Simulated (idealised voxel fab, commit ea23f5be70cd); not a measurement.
process module | voxel self aligned contacts
cross-section cut | 225 nm wide | cells 5 nm
A cross-section is a grid of square cells, given in bands from the top down. A band is one or more rows of cells.
Each band's line starts with the height of the band's top and of its bottom, in nm. Then come its materials from left to right, each with its width in nm. One material with "throughout" fills the band from edge to edge. "air" is empty space.
Height 0 is the level under which the wafer as received is all one material. The lowest band goes on downwards, as in "0 down".
A width such as "30 to 40" changes by the same amount from each row of cells to the next, from the band's top row to its bottom row.
"no change" after a step means that no cell of the cross-section changed.
closed voids: empty space of 8 cells or more with no open way to the top, each as width x height at its distance from the left edge, in nm
after a step's settings: what the simulator itself notes on the step
overlay nm, on a step with a mask: how far to the right of its planned place the mask lay; to the left if negative
plan
1 op RECEIVE | material Si
2 op CONFORMAL_DEP | material SiO2 | thk nm 5
3 op DIRECTIONAL_DEP | material polySi | thk nm 20
4 op DIRECTIONAL_DEP | material SiN | thk nm 20
5 op DIRECTIONAL_DEP | material aC | thk nm 15
6 op PATTERN | tone cover | mask id GATE | material resist | width nm 35 | pitch nm 75 | thk nm 35 | overlay nm 0
7 op DIRECTIONAL_ETCH | etch materials aC | depth nm 15
8 op STRIP | etch materials resist
9 op DIRECTIONAL_ETCH | etch materials SiN | depth nm 20
10 op DIRECTIONAL_ETCH | etch materials polySi | depth nm 20
11 op STRIP | etch materials aC
12 op CONFORMAL_DEP | material SiN | thk nm 10
13 op DIRECTIONAL_ETCH | etch materials SiN | depth nm 10
14 op FILL_DEP | material SiO2 | thk nm 15
15 op CMP | height nm 55
16 op PATTERN | tone open | mask id CONTACT | material resist | width nm 50 | thk nm 20 | overlay nm 0
17 op DIRECTIONAL_ETCH | etch materials SiO2 | depth nm 55
18 op STRIP | etch materials resist
19 op CONFORMAL_DEP | material TiN | thk nm 5
20 op FILL_DEP | material W | thk nm 10
21 op CMP | height nm 55
22 op CONFORMAL_DEP | material SiCN | thk nm 5
as received, after step 1
  0 down: Si throughout
  closed voids: none
first wafer at the end, as planned
  60 to 55: SiCN throughout
  55 to 45: SiO2 85 | TiN 5 to 20 | W 40 to 10 | TiN 5 to 20 | SiO2 90
  45 to 25: SiO2 45 | SiN 55 | TiN 5 | W 10 | TiN 5 | SiN 55 | SiO2 50
  25 to 5: SiO2 45 | SiN 10 | polySi 35 | SiN 10 | TiN 5 | W 10 | TiN 5 | SiN 10 | polySi 35 | SiN 10 | SiO2 50
  5 to 0: SiO2 100 | TiN 20 | SiO2 105
  0 down: Si throughout
  closed voids: none
second wafer at the end: like start, like plan, one mistake
  60 to 55: SiCN throughout
  55 to 45: SiO2 85 | TiN 5 to 20 | W 40 to 10 | TiN 5 to 20 | SiO2 90
  45 to 40: SiO2 45 | SiN 55 | TiN 5 | W 10 | TiN 5 | SiN 55 | SiO2 50
  40 to 35: SiO2 45 | SiN 55 | TiN 20 | SiN 55 | SiO2 50
  35 to 25: SiN throughout
  25 to 5: polySi throughout
  5 to 0: SiO2 throughout
  0 down: Si throughout
  closed voids: none
what went wrong: step 9 ran as: op DIRECTIONAL_ETCH | etch materials SiN | depth nm 10
at the end the second wafer has, in cells: 14 more of SiN | 110 fewer of SiO2 | 14 fewer of TiN | 14 fewer of W | 124 more of polySi
